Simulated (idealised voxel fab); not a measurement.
This is a process module. Its name is voxel self aligned contacts.
Section cut is 240 nm wide and gridded with 5 nm square cells.
Notation: cross-section as square-cell grid; stated in bands, top first, going down; one or more cell rows per band. Basically the band line says how high the top is and how high the bottom is, in nm, and then what's in it from left to right, every material with its width in nm. Empty space shows up as "blank", and if a single material carries "all across" it runs the full band edge to edge. The level at which height equals 0 is the one under which the wafer, as it arrives, is entirely one material. No lower edge exists for the bottom band, which continues downward and is notated as in "from 0 down". The width entry "30 to 40" should be interpreted row by row: the top row of cells in the band takes the first number, the bottom row takes the second number, and the change between adjacent rows is uniform throughout. Where the words "nothing was modified" appear for a step, the cross-section shows no cell changed by that step; every cell remained as before. Entry "Closed internal cavities". Content: empty spaces with no open connection to the top, size 8 cells or greater. Each: width x height at distance. Distance: from left edge. Unit: nm. Post-settings text on a step line: simulator's own remark regarding the step. You can add "overlay nm" to a step's line. For a step with a mask, it describes how far the mask lay to the right of its planned position, and a negative number describes a lay to the left.
Intended process steps
1,RECEIVE [material Si]
2,OXIDIZE [depth nm 5]
3,DIRECTIONAL_DEP [material polySi] [thk nm 30]
4,DIRECTIONAL_DEP [material SiN] [thk nm 20]
5,PATTERN [tone cover] [mask id GATE] [material resist] [width nm 35] [pitch nm 70] [thk nm 15] [overlay nm 0]
6,DIRECTIONAL_ETCH [etch materials SiN] [depth nm 20]
7,DIRECTIONAL_ETCH [etch materials polySi] [depth nm 30]
8,STRIP [etch materials resist]
9,CONFORMAL_DEP [material SiN] [thk nm 10]
10,DIRECTIONAL_ETCH [etch materials SiN] [depth nm 10]
11,FILL_DEP [material SiO2] [thk nm 15]
12,CMP [height nm 60]
13,DIRECTIONAL_DEP [material aC] [thk nm 10]
14,PATTERN [tone open] [mask id CONTACT] [material resist] [width nm 55] [pitch nm 70] [thk nm 30] [overlay nm 0]
15,DIRECTIONAL_ETCH [etch materials aC] [depth nm 10]
16,STRIP [etch materials resist]
17,DIRECTIONAL_ETCH [etch materials SiO2] [depth nm 65]
18,STRIP [etch materials aC]
19,CONFORMAL_DEP [material TiN] [thk nm 5]
20,FILL_DEP [material W] [thk nm 5]
21,CMP [height nm 60]
22,CONFORMAL_DEP [material SiCN] [thk nm 5]
The cross-section here shows the wafer as received, i.e. in its state after step 1
* from 0 down  Si all across
* Closed internal cavities: none
Module complete, cross-section. Starting point and plan per above. One mistake made in running the module
* from 65 to 60  SiCN all across
* from 60 to 55  SiO2: 55 | TiN: 5 | W: 45 | TiN: 5 | SiO2: 15 | TiN: 5 | W: 45 | TiN: 5 | SiO2: 60
* from 55 to 50  SiO2: 55 | TiN: 55 | SiO2: 15 | TiN: 55 | SiO2: 60
* from 50 to 30  SiN: 40 | SiO2: 15 | SiN: 55 | SiO2: 15 | SiN: 55 | SiO2: 15 | SiN: 45
* from 30 to 0  polySi: 30 | SiN: 10 | SiO2: 15 | SiN: 10 | polySi: 35 | SiN: 10 | SiO2: 15 | SiN: 10 | polySi: 35 | SiN: 10 | SiO2: 15 | SiN: 10 | polySi: 35
* from 0 to -5  SiO2 all across
* from -5 down  Si all across
* Closed internal cavities: none
Misprocessing identified: rather than as planned, step 5 actually ran as PATTERN [tone open] [mask id GATE] [material resist] [width nm 35] [pitch nm 70] [thk nm 15] [overlay nm 0]
